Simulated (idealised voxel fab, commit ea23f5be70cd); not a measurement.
process module | voxel gate over fins
cross-section cut | 140 nm wide | cells 5 nm
A cross-section is a grid of square cells, given in bands from the top down. A band is one or more rows of cells.
Each band's line starts with the height of the band's top and of its bottom, in nm. Then come its materials from left to right, each with its width in nm. One material with "throughout" fills the band from edge to edge. "air" is empty space.
Height 0 is the level under which the wafer as received is all one material. The lowest band goes on downwards, as in "0 down".
A width such as "30 to 40" changes by the same amount from each row of cells to the next, from the band's top row to its bottom row.
"no change" after a step means that no cell of the cross-section changed.
closed voids: empty space of 8 cells or more with no open way to the top, each as width x height at its distance from the left edge, in nm
after a step's settings: what the simulator itself notes on the step
overlay nm, on a step with a mask: how far to the right of its planned place the mask lay; to the left if negative
plan
1 op RECEIVE | material Si
2 op CONFORMAL_DEP | material SiN | thk nm 10
3 op DIRECTIONAL_DEP | material aC | thk nm 10
4 op PATTERN | tone cover | mask id FINS | material resist | width nm 15 | pitch nm 55 | thk nm 25 | overlay nm 0
5 op DIRECTIONAL_ETCH | etch materials aC | depth nm 10
6 op STRIP | etch materials resist
7 op DIRECTIONAL_ETCH | etch materials SiN | depth nm 10
8 op DIRECTIONAL_ETCH | etch materials Si | depth nm 35
9 op STRIP | etch materials aC
10 op OXIDIZE | depth nm 5
11 op FILL_DEP | material SiO2 | thk nm 10
12 op CMP | height nm 10
13 op DIRECTIONAL_DEP | material aC | thk nm 15
14 op PATTERN | tone open | mask id RAIL | material resist | width nm 15 | thk nm 30 | overlay nm 0
15 op DIRECTIONAL_ETCH | etch materials aC | depth nm 15
16 op STRIP | etch materials resist
17 op DIRECTIONAL_ETCH | etch materials SiO2 | depth nm 40
18 op STRIP | etch materials aC
19 op CONFORMAL_DEP | material TiN | thk nm 5
20 op FILL_DEP | material Ru | thk nm 10
21 op CMP | height nm 10
22 op SELECTIVE_ETCH | etch materials W Ru TiN | depth nm 25
23 op FILL_DEP | material SiO2 | thk nm 5
24 op CMP | height nm 10
25 op SELECTIVE_ETCH | etch materials SiO2 | depth nm 20
26 op STRIP | etch materials SiN
27 op CONFORMAL_DEP | material HfO2 | thk nm 5
28 op CONFORMAL_DEP | material TiN | thk nm 5
29 op CONFORMAL_DEP | material TiAl | thk nm 5
30 op CONFORMAL_DEP | material TiN | thk nm 5
31 op FILL_DEP | material W | thk nm 15
32 op CMP | height nm 30
33 op CONFORMAL_DEP | material SiCN | thk nm 10
as received, after step 1
  0 down: Si throughout
  closed voids: none
first wafer at the end, as planned
  40 to 30: SiCN throughout
  30 to 20: W throughout
  20 to 15: W 20 | TiN 45 | W 10 | TiN 45 | W 20
  15 to 10: W 20 | TiN 5 | TiAl 35 | TiN 5 | W 10 | TiN 5 | TiAl 35 | TiN 5 | W 20
  10 to 5: TiN 25 | TiAl 5 | TiN 25 | TiAl 5 | TiN 20 | TiAl 5 | TiN 25 | TiAl 5 | TiN 25
  5 to 0: TiAl 30 | TiN 5 | HfO2 15 | TiN 5 | TiAl 30 | TiN 5 | HfO2 15 | TiN 5 | TiAl 30
  0 to -5: TiN 35 | HfO2 5 | Si 5 | HfO2 5 | TiN 40 | HfO2 5 | Si 5 | HfO2 5 | TiN 35
  -5 to -10: HfO2 40 | Si 5 | HfO2 50 | Si 5 | HfO2 40
  -10 to -15: SiO2 40 | Si 5 | SiO2 50 | Si 5 | SiO2 40
  -15 to -25: SiO2 40 | Si 5 | SiO2 15 | TiN 5 | Ru 5 | TiN 5 | SiO2 20 | Si 5 | SiO2 40
  -25 to -30: SiO2 40 | Si 5 | SiO2 15 | TiN 15 | SiO2 20 | Si 5 | SiO2 40
  -30 to -40: SiO2 40 | Si 5 | SiO2 50 | Si 5 | SiO2 40
  -40 down: Si throughout
  closed voids: none
second wafer at the end: like start, like plan, one mistake
  40 to 30: SiCN throughout
  30 to 20: W throughout
  20 to 15: W 20 | TiN 45 | W 10 | TiN 45 | W 20
  15 to 10: W 20 | TiN 5 | TiAl 35 | TiN 5 | W 10 | TiN 5 | TiAl 35 | TiN 5 | W 20
  10 to 5: TiN 25 | TiAl 5 | TiN 25 | TiAl 5 | TiN 20 | TiAl 5 | TiN 25 | TiAl 5 | TiN 25
  5 to 0: TiAl 30 | TiN 5 | HfO2 15 | TiN 5 | TiAl 30 | TiN 5 | HfO2 15 | TiN 5 | TiAl 30
  0 to -5: TiN 35 | HfO2 5 | Si 5 | HfO2 5 | TiN 40 | HfO2 5 | Si 5 | HfO2 5 | TiN 35
  -5 to -10: HfO2 40 | Si 5 | HfO2 50 | Si 5 | HfO2 40
  -10 to -15: SiO2 40 | Si 5 | SiO2 50 | Si 5 | SiO2 40
  -15 to -25: Ru 30 | TiN 5 | SiO2 5 | Si 5 | SiO2 5 | TiN 10 | SiO2 15 | TiN 5 | Ru 5 | TiN 5 | SiO2 5 | Si 5 | SiO2 5 | TiN 5 | Ru 30
  -25 to -30: TiN 35 | SiO2 5 | Si 5 | SiO2 5 | TiN 10 | SiO2 15 | TiN 15 | SiO2 5 | Si 5 | SiO2 5 | TiN 35
  -30 to -40: SiO2 40 | Si 5 | SiO2 50 | Si 5 | SiO2 40
  -40 down: Si throughout
  closed voids: none
what went wrong: step 14 ran as: op PATTERN | tone cover | mask id RAIL | material resist | width nm 15 | thk nm 30 | overlay nm 0
at the end the second wafer has, in cells: 24 more of Ru | 48 fewer of SiO2 | 24 more of TiN
